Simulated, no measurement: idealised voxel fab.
A process module follows: voxel self aligned vias.
It is cross-section cut that appears here, measuring 205 nm in width, its square cells being 5 nm in size.
When this document writes out a cross-section, it uses a grid of square cells and lists it as bands, beginning at the top and moving down, with a band standing for one or more rows of cells.
Heights first: top, then bottom, in nm. Then materials, left to right, each with a width in nm. "edge to edge" on a single material: fills the band edge to edge. "air": empty space.
Note: height 0 marks the level under which the wafer is uniformly one material as received. Lowest band unbounded below, written "from 0 down".
When a width is written as two numbers, as in "30->40", the first number is the width in the top row of cells of the band and the second is the width in its bottom row, and the width changes by the same amount from each row to the next.
"no alteration", as given for a step, is the statement that not any cell of the cross-section underwent a change during that step.
For the entry "Non-vented voids", the listed items are empty spaces with no open way to the top whose size is 8 cells or more; each item follows the pattern width x height at distance, where distance is from the left edge and all three are in nm.
Note: text after step settings on the step line = simulator remark on that step.
The line of a step may include "overlay nm". On a step with a mask, this value is how far to the right of its planned place the mask lay. A negative value means the mask lay to the left.
Each of the pairs that make up the rest of this document says: here is the cross-section before one process step, here is the cross-section after it, drawn only down to the lowest band that changed, and here, under the pair, is the step lying between them with its settings. Different pairs may come from different runs of this module on the same starting wafer, so a pair continues from the pair above it only where its entry headed "Incoming profile" says so.

Incoming profile:
	from 0 down | Si edge to edge
	Non-vented voids: none

Sectional View, Post-Process:
	from 10 to 0 | SiO2 edge to edge
	Beneath the level 0, the cross-section is identical to its previous state.
	Non-vented voids: none
Between the two cross-sections shown above lies CONFORMAL_DEP with material SiO2, thk nm 10

Incoming profile: nothing new to draw here, it's the after view of the pair just above.

Sectional View, Post-Process:
	from 15 to 10 | SiCN edge to edge
	Beneath the level 10, the cross-section is identical to its previous state.
	Non-vented voids: none
Between the two cross-sections shown above lies CONFORMAL_DEP with material SiCN, thk nm 5

Incoming profile: nothing new to draw here, it's the after view of the pair just above.

Sectional View, Post-Process:
	from 40 to 15 | SiO2 edge to edge
	Beneath the level 15, the cross-section is identical to its previous state.
	Non-vented voids: none
Between the two cross-sections shown above lies DIRECTIONAL_DEP with material SiO2, thk nm 25

Incoming profile: nothing new to draw here, it's the after view of the pair just above.

Sectional View, Post-Process:
	from 60 to 40 | 25 resist, then 20 air, then 45 resist, then 20 air, then 45 resist, then 20 air, then 30 resist
	Beneath the level 40, the cross-section is identical to its previous state.
	Non-vented voids: none
Between the two cross-sections shown above lies PATTERN with tone open, mask id LINES, material resist, width nm 20, pitch nm 65, thk nm 20, overlay nm 0

Incoming profile: nothing new to draw here, it's the after view of the pair just above.

Sectional View, Post-Process:
	from 60 to 40 | 25 resist, then 20 air, then 45 resist, then 20 air, then 45 resist, then 20 air, then 30 resist
	from 40 to 15 | 25 SiO2, then 20 air, then 45 SiO2, then 20 air, then 45 SiO2, then 20 air, then 30 SiO2
	Beneath the level 15, the cross-section is identical to its previous state.
	Non-vented voids: none
Between the two cross-sections shown above lies DIRECTIONAL_ETCH with etch materials SiO2, depth nm 25

Incoming profile: nothing new to draw here, it's the after view of the pair just above.

Sectional View, Post-Process:
	from 40 to 15 | 25 SiO2, then 20 air, then 45 SiO2, then 20 air, then 45 SiO2, then 20 air, then 30 SiO2
	Beneath the level 15, the cross-section is identical to its previous state.
	Non-vented voids: none
Between the two cross-sections shown above lies STRIP with etch materials resist

Incoming profile: nothing new to draw here, it's the after view of the pair just above.

Sectional View, Post-Process:
	from 45 to 40 | 30 TiN, then 10 air, then 55 TiN, then 10 air, then 55 TiN, then 10 air, then 35 TiN
	from 40 to 20 | 25 SiO2, then 5 TiN, then 10 air, then 5 TiN, then 45 SiO2, then 5 TiN, then 10 air, then 5 TiN, then 45 SiO2, then 5 TiN, then 10 air, then 5 TiN, then 30 SiO2
	from 20 to 15 | 25 SiO2, then 20 TiN, then 45 SiO2, then 20 TiN, then 45 SiO2, then 20 TiN, then 30 SiO2
	Beneath the level 15, the cross-section is identical to its previous state.
	Non-vented voids: none
Between the two cross-sections shown above lies CONFORMAL_DEP with material TiN, thk nm 5

Incoming profile: nothing new to draw here, it's the after view of the pair just above.

Sectional View, Post-Process:
	from 55 to 45 | W edge to edge
	from 45 to 40 | 30 TiN, then 10 W, then 55 TiN, then 10 W, then 55 TiN, then 10 W, then 35 TiN
	from 40 to 20 | 25 SiO2, then 5 TiN, then 10 W, then 5 TiN, then 45 SiO2, then 5 TiN, then 10 W, then 5 TiN, then 45 SiO2, then 5 TiN, then 10 W, then 5 TiN, then 30 SiO2
	Beneath the level 20, the cross-section is identical to its previous state.
	Non-vented voids: none
Between the two cross-sections shown above lies FILL_DEP with material W, thk nm 10

Incoming profile: nothing new to draw here, it's the after view of the pair just above.

Sectional View, Post-Process:
	from 40 to 20 | 25 SiO2, then 5 TiN, then 10 W, then 5 TiN, then 45 SiO2, then 5 TiN, then 10 W, then 5 TiN, then 45 SiO2, then 5 TiN, then 10 W, then 5 TiN, then 30 SiO2
	Beneath the level 20, the cross-section is identical to its previous state.
	Non-vented voids: none
Between the two cross-sections shown above lies CMP with height nm 40

Incoming profile: nothing new to draw here, it's the after view of the pair just above.

Sectional View, Post-Process:
	from 40 to 35 | 25 SiO2, then 20 air, then 45 SiO2, then 20 air, then 45 SiO2, then 20 air, then 30 SiO2
	Beneath the level 35, the cross-section is identical to its previous state.
	Non-vented voids: none
Between the two cross-sections shown above lies SELECTIVE_ETCH with etch materials W Ru TiN, depth nm 5

Incoming profile: nothing new to draw here, it's the after view of the pair just above.

Sectional View, Post-Process:
	from 45 to 40 | SiN edge to edge
	from 40 to 35 | 25 SiO2, then 20 SiN, then 45 SiO2, then 20 SiN, then 45 SiO2, then 20 SiN, then 30 SiO2
	Beneath the level 35, the cross-section is identical to its previous state.
	Non-vented voids: none
Between the two cross-sections shown above lies FILL_DEP with material SiN, thk nm 5

Incoming profile: nothing new to draw here, it's the after view of the pair just above.

Sectional View, Post-Process:
	from 40 to 35 | 25 SiO2, then 20 SiN, then 45 SiO2, then 20 SiN, then 45 SiO2, then 20 SiN, then 30 SiO2
	Beneath the level 35, the cross-section is identical to its previous state.
	Non-vented voids: none
Between the two cross-sections shown above lies CMP with height nm 40

Incoming profile: nothing new to draw here, it's the after view of the pair just above.

Sectional View, Post-Process:
	from 60 to 40 | SiO2 edge to edge
	Beneath the level 40, the cross-section is identical to its previous state.
	Non-vented voids: none
Between the two cross-sections shown above lies DIRECTIONAL_DEP with material SiO2, thk nm 20

Incoming profile: nothing new to draw here, it's the after view of the pair just above.

Sectional View, Post-Process:
	from 80 to 60 | 15 resist, then 40 air, then 90 resist, then 40 air, then 20 resist
	Beneath the level 60, the cross-section is identical to its previous state.
	Non-vented voids: none
Between the two cross-sections shown above lies PATTERN with tone open, mask id VIAS, material resist, width nm 40, pitch nm 130, thk nm 20, overlay nm 0

Incoming profile: nothing new to draw here, it's the after view of the pair just above.

Sectional View, Post-Process:
	from 80 to 60 | 15 resist, then 40 air, then 90 resist, then 40 air, then 20 resist
	from 60 to 40 | 15 SiO2, then 40 air, then 90 SiO2, then 40 air, then 20 SiO2
	Beneath the level 40, the cross-section is identical to its previous state.
	Non-vented voids: none
Between the two cross-sections shown above lies DIRECTIONAL_ETCH with etch materials SiO2, depth nm 20

Incoming profile: nothing new to draw here, it's the after view of the pair just above.

Sectional View, Post-Process:
	from 80 to 60 | 15 resist, then 40 air, then 90 resist, then 40 air, then 20 resist
	from 60 to 40 | 15 SiO2, then 40 air, then 90 SiO2, then 40 air, then 20 SiO2
	from 40 to 35 | 25 SiO2, then 20 air, then 45 SiO2, then 20 SiN, then 45 SiO2, then 20 air, then 30 SiO2
	Beneath the level 35, the cross-section is identical to its previous state.
	Non-vented voids: none
Between the two cross-sections shown above lies DIRECTIONAL_ETCH with etch materials SiN, depth nm 5

Incoming profile: nothing new to draw here, it's the after view of the pair just above.

Sectional View, Post-Process:
	from 60 to 40 | 15 SiO2, then 40 air, then 90 SiO2, then 40 air, then 20 SiO2
	Beneath the level 40, the cross-section is identical to its previous state.
	Non-vented voids: none
Between the two cross-sections shown above lies STRIP with etch materials resist

Incoming profile: nothing new to draw here, it's the after view of the pair just above.

Sectional View, Post-Process:
	from 65 to 60 | 20 TiN, then 30 air, then 100 TiN, then 30 air, then 25 TiN
	from 60 to 45 | 15 SiO2, then 5 TiN, then 30 air, then 5 TiN, then 90 SiO2, then 5 TiN, then 30 air, then 5 TiN, then 20 SiO2
	from 45 to 40 | 15 SiO2, then 15 TiN, then 10 air, then 15 TiN, then 90 SiO2, then 15 TiN, then 10 air, then 15 TiN, then 20 SiO2
	from 40 to 35 | 25 SiO2, then 20 TiN, then 45 SiO2, then 20 SiN, then 45 SiO2, then 20 TiN, then 30 SiO2
	Beneath the level 35, the cross-section is identical to its previous state.
	Non-vented voids: none
Between the two cross-sections shown above lies CONFORMAL_DEP with material TiN, thk nm 5

Incoming profile: nothing new to draw here, it's the after view of the pair just above.

Sectional View, Post-Process:
	from 70 to 65 | Ru edge to edge
	from 65 to 60 | 20 TiN, then 30 Ru, then 100 TiN, then 30 Ru, then 25 TiN
	from 60 to 45 | 15 SiO2, then 5 TiN, then 30 Ru, then 5 TiN, then 90 SiO2, then 5 TiN, then 30 Ru, then 5 TiN, then 20 SiO2
	from 45 to 40 | 15 SiO2, then 15 TiN, then 10 Ru, then 15 TiN, then 90 SiO2, then 15 TiN, then 10 Ru, then 15 TiN, then 20 SiO2
	Beneath the level 40, the cross-section is identical to its previous state.
	Non-vented voids: none
Between the two cross-sections shown above lies FILL_DEP with material Ru, thk nm 5

Incoming profile: nothing new to draw here, it's the after view of the pair just above.

Sectional View, Post-Process:
	from 60 to 45 | 15 SiO2, then 5 TiN, then 30 Ru, then 5 TiN, then 90 SiO2, then 5 TiN, then 30 Ru, then 5 TiN, then 20 SiO2
	Beneath the level 45, the cross-section is identical to its previous state.
	Non-vented voids: none
Between the two cross-sections shown above lies CMP with height nm 60

Incoming profile: nothing new to draw here, it's the after view of the pair just above.

Sectional View, Post-Process:
	from 65 to 60 | SiN edge to edge
	Beneath the level 60, the cross-section is identical to its previous state.
	Non-vented voids: none
Between the two cross-sections shown above lies CONFORMAL_DEP with material SiN, thk nm 5

Incoming profile:
	from 0 down | Si edge to edge
	Non-vented voids: none

Sectional View, Post-Process:
	from 5 to 0 | SiCN edge to edge
	Beneath the level 0, the cross-section is identical to its previous state.
	Non-vented voids: none
Between the two cross-sections shown above lies CONFORMAL_DEP with material SiCN, thk nm 5

Incoming profile: nothing new to draw here, it's the after view of the pair just above.

Sectional View, Post-Process:
	from 30 to 5 | SiO2 edge to edge
	Beneath the level 5, the cross-section is identical to its previous state.
	Non-vented voids: none
Between the two cross-sections shown above lies DIRECTIONAL_DEP with material SiO2, thk nm 25

Incoming profile: nothing new to draw here, it's the after view of the pair just above.

Sectional View, Post-Process:
	from 50 to 30 | 25 resist, then 20 air, then 45 resist, then 20 air, then 45 resist, then 20 air, then 30 resist
	Beneath the level 30, the cross-section is identical to its previous state.
	Non-vented voids: none
Between the two cross-sections shown above lies PATTERN with tone open, mask id LINES, material resist, width nm 20, pitch nm 65, thk nm 20, overlay nm 0

Incoming profile: nothing new to draw here, it's the after view of the pair just above.

Sectional View, Post-Process:
	from 50 to 30 | 25 resist, then 20 air, then 45 resist, then 20 air, then 45 resist, then 20 air, then 30 resist
	from 30 to 5 | 25 SiO2, then 20 air, then 45 SiO2, then 20 air, then 45 SiO2, then 20 air, then 30 SiO2
	Beneath the level 5, the cross-section is identical to its previous state.
	Non-vented voids: none
Between the two cross-sections shown above lies DIRECTIONAL_ETCH with etch materials SiO2, depth nm 25

Incoming profile: nothing new to draw here, it's the after view of the pair just above.

Sectional View, Post-Process:
	from 30 to 5 | 25 SiO2, then 20 air, then 45 SiO2, then 20 air, then 45 SiO2, then 20 air, then 30 SiO2
	Beneath the level 5, the cross-section is identical to its previous state.
	Non-vented voids: none
Between the two cross-sections shown above lies STRIP with etch materials resist

Incoming profile: nothing new to draw here, it's the after view of the pair just above.

Sectional View, Post-Process:
	from 35 to 30 | 30 TiN, then 10 air, then 55 TiN, then 10 air, then 55 TiN, then 10 air, then 35 TiN
	from 30 to 10 | 25 SiO2, then 5 TiN, then 10 air, then 5 TiN, then 45 SiO2, then 5 TiN, then 10 air, then 5 TiN, then 45 SiO2, then 5 TiN, then 10 air, then 5 TiN, then 30 SiO2
	from 10 to 5 | 25 SiO2, then 20 TiN, then 45 SiO2, then 20 TiN, then 45 SiO2, then 20 TiN, then 30 SiO2
	Beneath the level 5, the cross-section is identical to its previous state.
	Non-vented voids: none
Between the two cross-sections shown above lies CONFORMAL_DEP with material TiN, thk nm 5

Incoming profile: nothing new to draw here, it's the after view of the pair just above.

Sectional View, Post-Process:
	from 45 to 35 | W edge to edge
	from 35 to 30 | 30 TiN, then 10 W, then 55 TiN, then 10 W, then 55 TiN, then 10 W, then 35 TiN
	from 30 to 10 | 25 SiO2, then 5 TiN, then 10 W, then 5 TiN, then 45 SiO2, then 5 TiN, then 10 W, then 5 TiN, then 45 SiO2, then 5 TiN, then 10 W, then 5 TiN, then 30 SiO2
	Beneath the level 10, the cross-section is identical to its previous state.
	Non-vented voids: none
Between the two cross-sections shown above lies FILL_DEP with material W, thk nm 10

Incoming profile: nothing new to draw here, it's the after view of the pair just above.

Sectional View, Post-Process:
	from 40 to 35 | W edge to edge
	Beneath the level 35, the cross-section is identical to its previous state.
	Non-vented voids: none
Between the two cross-sections shown above lies CMP with height nm 40

Incoming profile: nothing new to draw here, it's the after view of the pair just above.

Sectional View, Post-Process:
	from 35 to 30 | 30 TiN, then 10 W, then 55 TiN, then 10 W, then 55 TiN, then 10 W, then 35 TiN
	Beneath the level 30, the cross-section is identical to its previous state.
	Non-vented voids: none
Between the two cross-sections shown above lies SELECTIVE_ETCH with etch materials W Ru TiN, depth nm 5

Incoming profile: nothing new to draw here, it's the after view of the pair just above.

Sectional View, Post-Process:
	from 40 to 35 | SiN edge to edge
	Beneath the level 35, the cross-section is identical to its previous state.
	Non-vented voids: none
Between the two cross-sections shown above lies FILL_DEP with material SiN, thk nm 5

Incoming profile: nothing new to draw here, it's the after view of the pair just above.

Sectional View, Post-Process:
	from 60 to 40 | SiO2 edge to edge
	Beneath the level 40, the cross-section is identical to its previous state.
	Non-vented voids: none
Between the two cross-sections shown above lies DIRECTIONAL_DEP with material SiO2, thk nm 20

Incoming profile: nothing new to draw here, it's the after view of the pair just above.

Sectional View, Post-Process:
	from 80 to 60 | 15 resist, then 40 air, then 90 resist, then 40 air, then 20 resist
	Beneath the level 60, the cross-section is identical to its previous state.
	Non-vented voids: none
Between the two cross-sections shown above lies PATTERN with tone open, mask id VIAS, material resist, width nm 40, pitch nm 130, thk nm 20, overlay nm 0

Incoming profile: nothing new to draw here, it's the after view of the pair just above.

Sectional View, Post-Process:
	from 80 to 60 | 15 resist, then 40 air, then 90 resist, then 40 air, then 20 resist
	from 60 to 40 | 15 SiO2, then 40 air, then 90 SiO2, then 40 air, then 20 SiO2
	Beneath the level 40, the cross-section is identical to its previous state.
	Non-vented voids: none
Between the two cross-sections shown above lies DIRECTIONAL_ETCH with etch materials SiO2, depth nm 20

Incoming profile: nothing new to draw here, it's the after view of the pair just above.

Sectional View, Post-Process:
	from 80 to 60 | 15 resist, then 40 air, then 90 resist, then 40 air, then 20 resist
	from 60 to 40 | 15 SiO2, then 40 air, then 90 SiO2, then 40 air, then 20 SiO2
	from 40 to 35 | 15 SiN, then 40 air, then 90 SiN, then 40 air, then 20 SiN
	Beneath the level 35, the cross-section is identical to its previous state.
	Non-vented voids: none
Between the two cross-sections shown above lies DIRECTIONAL_ETCH with etch materials SiN, depth nm 5

Incoming profile: nothing new to draw here, it's the after view of the pair just above.

Sectional View, Post-Process:
	from 60 to 40 | 15 SiO2, then 40 air, then 90 SiO2, then 40 air, then 20 SiO2
	Beneath the level 40, the cross-section is identical to its previous state.
	Non-vented voids: none
Between the two cross-sections shown above lies STRIP with etch materials resist

Incoming profile: nothing new to draw here, it's the after view of the pair just above.

Sectional View, Post-Process:
	from 65 to 60 | 20 TiN, then 30 air, then 100 TiN, then 30 air, then 25 TiN
	from 60 to 40 | 15 SiO2, then 5 TiN, then 30 air, then 5 TiN, then 90 SiO2, then 5 TiN, then 30 air, then 5 TiN, then 20 SiO2
	from 40 to 35 | 15 SiN, then 40 TiN, then 90 SiN, then 40 TiN, then 20 SiN
	Beneath the level 35, the cross-section is identical to its previous state.
	Non-vented voids: none
Between the two cross-sections shown above lies CONFORMAL_DEP with material TiN, thk nm 5

Incoming profile: nothing new to draw here, it's the after view of the pair just above.

Sectional View, Post-Process:
	from 70 to 65 | Ru edge to edge
	from 65 to 60 | 20 TiN, then 30 Ru, then 100 TiN, then 30 Ru, then 25 TiN
	from 60 to 40 | 15 SiO2, then 5 TiN, then 30 Ru, then 5 TiN, then 90 SiO2, then 5 TiN, then 30 Ru, then 5 TiN, then 20 SiO2
	Beneath the level 40, the cross-section is identical to its previous state.
	Non-vented voids: none
Between the two cross-sections shown above lies FILL_DEP with material Ru, thk nm 5

Incoming profile: nothing new to draw here, it's the after view of the pair just above.

Sectional View, Post-Process:
	from 60 to 40 | 15 SiO2, then 5 TiN, then 30 Ru, then 5 TiN, then 90 SiO2, then 5 TiN, then 30 Ru, then 5 TiN, then 20 SiO2
	Beneath the level 40, the cross-section is identical to its previous state.
	Non-vented voids: none
Between the two cross-sections shown above lies CMP with height nm 60

Incoming profile: nothing new to draw here, it's the after view of the pair just above.

Sectional View, Post-Process:
	from 65 to 60 | SiN edge to edge
	Beneath the level 60, the cross-section is identical to its previous state.
	Non-vented voids: none
Between the two cross-sections shown above lies CONFORMAL_DEP with material SiN, thk nm 5

Incoming profile:
	from 80 to 60 | 15 resist, then 40 air, then 90 resist, then 40 air, then 20 resist
	from 60 to 40 | 15 SiO2, then 40 air, then 90 SiO2, then 40 air, then 20 SiO2
	from 40 to 35 | 25 SiO2, then 20 SiN, then 45 SiO2, then 20 SiN, then 45 SiO2, then 20 SiN, then 30 SiO2
	from 35 to 20 | 25 SiO2, then 5 TiN, then 10 W, then 5 TiN, then 45 SiO2, then 5 TiN, then 10 W, then 5 TiN, then 45 SiO2, then 5 TiN, then 10 W, then 5 TiN, then 30 SiO2
	from 20 to 15 | 25 SiO2, then 20 TiN, then 45 SiO2, then 20 TiN, then 45 SiO2, then 20 TiN, then 30 SiO2
	from 15 to 10 | SiCN edge to edge
	from 10 to 0 | SiO2 edge to edge
	from 0 down | Si edge to edge
	Non-vented voids: none

Sectional View, Post-Process:
	from 80 to 60 | 15 resist, then 40 air, then 90 resist, then 40 air, then 20 resist
	from 60 to 40 | 15 SiO2, then 40 air, then 90 SiO2, then 40 air, then 20 SiO2
	from 40 to 35 | 15 SiO2, then 10 air, then 20 SiN, then 10 air, then 35 SiO2, then 20 SiN, then 35 SiO2, then 10 air, then 20 SiN, then 10 air, then 20 SiO2
	from 35 to 20 | 15 SiO2, then 10 air, then 5 TiN, then 10 W, then 5 TiN, then 10 air, then 35 SiO2, then 5 TiN, then 10 W, then 5 TiN, then 35 SiO2, then 10 air, then 5 TiN, then 10 W, then 5 TiN, then 10 air, then 20 SiO2
	Beneath the level 20, the cross-section is identical to its previous state.
	Non-vented voids: none
Between the two cross-sections shown above lies DIRECTIONAL_ETCH with etch materials SiO2, depth nm 20

Incoming profile: nothing new to draw here, it's the after view of the pair just above.

Sectional View, Post-Process:
	from 80 to 60 | 15 resist, then 40 air, then 90 resist, then 40 air, then 20 resist
	from 60 to 40 | 15 SiO2, then 40 air, then 90 SiO2, then 40 air, then 20 SiO2
	from 40 to 35 | 15 SiO2, then 40 air, then 35 SiO2, then 20 SiN, then 35 SiO2, then 40 air, then 20 SiO2
	Beneath the level 35, the cross-section is identical to its previous state.
	Non-vented voids: none
Between the two cross-sections shown above lies DIRECTIONAL_ETCH with etch materials SiN, depth nm 5

Incoming profile: nothing new to draw here, it's the after view of the pair just above.

Sectional View, Post-Process:
	from 60 to 40 | 15 SiO2, then 40 air, then 90 SiO2, then 40 air, then 20 SiO2
	Beneath the level 40, the cross-section is identical to its previous state.
	Non-vented voids: none
Between the two cross-sections shown above lies STRIP with etch materials resist

Incoming profile: nothing new to draw here, it's the after view of the pair just above.

Sectional View, Post-Process:
	from 65 to 60 | 20 TiN, then 30 air, then 100 TiN, then 30 air, then 25 TiN
	from 60 to 40 | 15 SiO2, then 5 TiN, then 30 air, then 5 TiN, then 90 SiO2, then 5 TiN, then 30 air, then 5 TiN, then 20 SiO2
	from 40 to 35 | 15 SiO2, then 40 TiN, then 35 SiO2, then 20 SiN, then 35 SiO2, then 40 TiN, then 20 SiO2
	from 35 to 20 | 15 SiO2, then 15 TiN, then 10 W, then 15 TiN, then 35 SiO2, then 5 TiN, then 10 W, then 5 TiN, then 35 SiO2, then 15 TiN, then 10 W, then 15 TiN, then 20 SiO2
	Beneath the level 20, the cross-section is identical to its previous state.
	Non-vented voids: none
Between the two cross-sections shown above lies CONFORMAL_DEP with material TiN, thk nm 5

Incoming profile: nothing new to draw here, it's the after view of the pair just above.

Sectional View, Post-Process:
	from 70 to 65 | Ru edge to edge
	from 65 to 60 | 20 TiN, then 30 Ru, then 100 TiN, then 30 Ru, then 25 TiN
	from 60 to 40 | 15 SiO2, then 5 TiN, then 30 Ru, then 5 TiN, then 90 SiO2, then 5 TiN, then 30 Ru, then 5 TiN, then 20 SiO2
	Beneath the level 40, the cross-section is identical to its previous state.
	Non-vented voids: none
Between the two cross-sections shown above lies FILL_DEP with material Ru, thk nm 5

Incoming profile: nothing new to draw here, it's the after view of the pair just above.

Sectional View, Post-Process:
	from 60 to 40 | 15 SiO2, then 5 TiN, then 30 Ru, then 5 TiN, then 90 SiO2, then 5 TiN, then 30 Ru, then 5 TiN, then 20 SiO2
	Beneath the level 40, the cross-section is identical to its previous state.
	Non-vented voids: none
Between the two cross-sections shown above lies CMP with height nm 60

Incoming profile: nothing new to draw here, it's the after view of the pair just above.

Sectional View, Post-Process:
	from 65 to 60 | SiN edge to edge
	Beneath the level 60, the cross-section is identical to its previous state.
	Non-vented voids: none
Between the two cross-sections shown above lies CONFORMAL_DEP with material SiN, thk nm 5

Incoming profile:
	from 10 to 0 | SiO2 edge to edge
	from 0 down | Si edge to edge
	Non-vented voids: none

Sectional View, Post-Process:
	from 35 to 0 | SiO2 edge to edge
	Beneath the level 0, the cross-section is identical to its previous state.
	Non-vented voids: none
Between the two cross-sections shown above lies DIRECTIONAL_DEP with material SiO2, thk nm 25

Incoming profile: nothing new to draw here, it's the after view of the pair just above.

Sectional View, Post-Process:
	from 40 to 35 | SiCN edge to edge
	Beneath the level 35, the cross-section is identical to its previous state.
	Non-vented voids: none
Between the two cross-sections shown above lies CONFORMAL_DEP with material SiCN, thk nm 5

Incoming profile: nothing new to draw here, it's the after view of the pair just above.

Sectional View, Post-Process:
	from 60 to 40 | 25 resist, then 20 air, then 45 resist, then 20 air, then 45 resist, then 20 air, then 30 resist
	Beneath the level 40, the cross-section is identical to its previous state.
	Non-vented voids: none
Between the two cross-sections shown above lies PATTERN with tone open, mask id LINES, material resist, width nm 20, pitch nm 65, thk nm 20, overlay nm 0

Incoming profile: nothing new to draw here, it's the after view of the pair just above.

Sectional View, Post-Process:
	from 40 to 35 | SiCN edge to edge
	Beneath the level 35, the cross-section is identical to its previous state.
	Non-vented voids: none
Between the two cross-sections shown above lies STRIP with etch materials resist

Incoming profile: nothing new to draw here, it's the after view of the pair just above.

Sectional View, Post-Process:
	from 45 to 40 | TiN edge to edge
	Beneath the level 40, the cross-section is identical to its previous state.
	Non-vented voids: none
Between the two cross-sections shown above lies CONFORMAL_DEP with material TiN, thk nm 5

Incoming profile: nothing new to draw here, it's the after view of the pair just above.

Sectional View, Post-Process:
	from 55 to 45 | W edge to edge
	Beneath the level 45, the cross-section is identical to its previous state.
	Non-vented voids: none
Between the two cross-sections shown above lies FILL_DEP with material W, thk nm 10

Incoming profile: nothing new to draw here, it's the after view of the pair just above.

Sectional View, Post-Process:
	from 40 to 35 | SiCN edge to edge
	Beneath the level 35, the cross-section is identical to its previous state.
	Non-vented voids: none
Between the two cross-sections shown above lies CMP with height nm 40

Incoming profile: nothing new to draw here, it's the after view of the pair just above.

Sectional View, Post-Process:
	from 45 to 40 | SiN edge to edge
	Beneath the level 40, the cross-section is identical to its previous state.
	Non-vented voids: none
Between the two cross-sections shown above lies FILL_DEP with material SiN, thk nm 5

Incoming profile: nothing new to draw here, it's the after view of the pair just above.

Sectional View, Post-Process:
	from 40 to 35 | SiCN edge to edge
	Beneath the level 35, the cross-section is identical to its previous state.
	Non-vented voids: none
Between the two cross-sections shown above lies CMP with height nm 40

Incoming profile: nothing new to draw here, it's the after view of the pair just above.

Sectional View, Post-Process:
	from 60 to 40 | SiO2 edge to edge
	Beneath the level 40, the cross-section is identical to its previous state.
	Non-vented voids: none
Between the two cross-sections shown above lies DIRECTIONAL_DEP with material SiO2, thk nm 20

Incoming profile: nothing new to draw here, it's the after view of the pair just above.

Sectional View, Post-Process:
	from 80 to 60 | 15 resist, then 40 air, then 90 resist, then 40 air, then 20 resist
	Beneath the level 60, the cross-section is identical to its previous state.
	Non-vented voids: none
Between the two cross-sections shown above lies PATTERN with tone open, mask id VIAS, material resist, width nm 40, pitch nm 130, thk nm 20, overlay nm 0

Incoming profile: nothing new to draw here, it's the after view of the pair just above.

Sectional View, Post-Process:
	from 80 to 60 | 15 resist, then 40 air, then 90 resist, then 40 air, then 20 resist
	from 60 to 40 | 15 SiO2, then 40 air, then 90 SiO2, then 40 air, then 20 SiO2
	Beneath the level 40, the cross-section is identical to its previous state.
	Non-vented voids: none
Between the two cross-sections shown above lies DIRECTIONAL_ETCH with etch materials SiO2, depth nm 20

Incoming profile: nothing new to draw here, it's the after view of the pair just above.

Sectional View, Post-Process:
	from 60 to 40 | 15 SiO2, then 40 air, then 90 SiO2, then 40 air, then 20 SiO2
	Beneath the level 40, the cross-section is identical to its previous state.
	Non-vented voids: none
Between the two cross-sections shown above lies STRIP with etch materials resist

Incoming profile: nothing new to draw here, it's the after view of the pair just above.

Sectional View, Post-Process:
	from 65 to 60 | 20 TiN, then 30 air, then 100 TiN, then 30 air, then 25 TiN
	from 60 to 45 | 15 SiO2, then 5 TiN, then 30 air, then 5 TiN, then 90 SiO2, then 5 TiN, then 30 air, then 5 TiN, then 20 SiO2
	from 45 to 40 | 15 SiO2, then 40 TiN, then 90 SiO2, then 40 TiN, then 20 SiO2
	Beneath the level 40, the cross-section is identical to its previous state.
	Non-vented voids: none
Between the two cross-sections shown above lies CONFORMAL_DEP with material TiN, thk nm 5

Incoming profile: nothing new to draw here, it's the after view of the pair just above.

Sectional View, Post-Process:
	from 70 to 65 | Ru edge to edge
	from 65 to 60 | 20 TiN, then 30 Ru, then 100 TiN, then 30 Ru, then 25 TiN
	from 60 to 45 | 15 SiO2, then 5 TiN, then 30 Ru, then 5 TiN, then 90 SiO2, then 5 TiN, then 30 Ru, then 5 TiN, then 20 SiO2
	Beneath the level 45, the cross-section is identical to its previous state.
	Non-vented voids: none
Between the two cross-sections shown above lies FILL_DEP with material Ru, thk nm 5

Incoming profile: nothing new to draw here, it's the after view of the pair just above.

Sectional View, Post-Process:
	from 60 to 45 | 15 SiO2, then 5 TiN, then 30 Ru, then 5 TiN, then 90 SiO2, then 5 TiN, then 30 Ru, then 5 TiN, then 20 SiO2
	Beneath the level 45, the cross-section is identical to its previous state.
	Non-vented voids: none
Between the two cross-sections shown above lies CMP with height nm 60

Incoming profile: nothing new to draw here, it's the after view of the pair just above.

Sectional View, Post-Process:
	from 65 to 60 | SiN edge to edge
	Beneath the level 60, the cross-section is identical to its previous state.
	Non-vented voids: none
Between the two cross-sections shown above lies CONFORMAL_DEP with material SiN, thk nm 5

Incoming profile:
	from 40 to 35 | 25 SiO2, then 20 SiN, then 45 SiO2, then 20 SiN, then 45 SiO2, then 20 SiN, then 30 SiO2
	from 35 to 20 | 25 SiO2, then 5 TiN, then 10 W, then 5 TiN, then 45 SiO2, then 5 TiN, then 10 W, then 5 TiN, then 45 SiO2, then 5 TiN, then 10 W, then 5 TiN, then 30 SiO2
	from 20 to 15 | 25 SiO2, then 20 TiN, then 45 SiO2, then 20 TiN, then 45 SiO2, then 20 TiN, then 30 SiO2
	from 15 to 10 | SiCN edge to edge
	from 10 to 0 | SiO2 edge to edge
	from 0 down | Si edge to edge
	Non-vented voids: none

Sectional View, Post-Process:
	from 55 to 40 | SiO2 edge to edge
	Beneath the level 40, the cross-section is identical to its previous state.
	Non-vented voids: none
Between the two cross-sections shown above lies DIRECTIONAL_DEP with material SiO2, thk nm 15

Incoming profile: nothing new to draw here, it's the after view of the pair just above.

Sectional View, Post-Process:
	from 75 to 55 | 15 resist, then 40 air, then 90 resist, then 40 air, then 20 resist
	Beneath the level 55, the cross-section is identical to its previous state.
	Non-vented voids: none
Between the two cross-sections shown above lies PATTERN with tone open, mask id VIAS, material resist, width nm 40, pitch nm 130, thk nm 20, overlay nm 0

Incoming profile: nothing new to draw here, it's the after view of the pair just above.

Sectional View, Post-Process:
	from 75 to 55 | 15 resist, then 40 air, then 90 resist, then 40 air, then 20 resist
	from 55 to 40 | 15 SiO2, then 40 air, then 90 SiO2, then 40 air, then 20 SiO2
	from 40 to 35 | 15 SiO2, then 10 air, then 20 SiN, then 10 air, then 35 SiO2, then 20 SiN, then 35 SiO2, then 10 air, then 20 SiN, then 10 air, then 20 SiO2
	Beneath the level 35, the cross-section is identical to its previous state.
	Non-vented voids: none
Between the two cross-sections shown above lies DIRECTIONAL_ETCH with etch materials SiO2, depth nm 20

Incoming profile: nothing new to draw here, it's the after view of the pair just above.

Sectional View, Post-Process:
	from 75 to 55 | 15 resist, then 40 air, then 90 resist, then 40 air, then 20 resist
	from 55 to 40 | 15 SiO2, then 40 air, then 90 SiO2, then 40 air, then 20 SiO2
	from 40 to 35 | 15 SiO2, then 40 air, then 35 SiO2, then 20 SiN, then 35 SiO2, then 40 air, then 20 SiO2
	Beneath the level 35, the cross-section is identical to its previous state.
	Non-vented voids: none
Between the two cross-sections shown above lies DIRECTIONAL_ETCH with etch materials SiN, depth nm 5
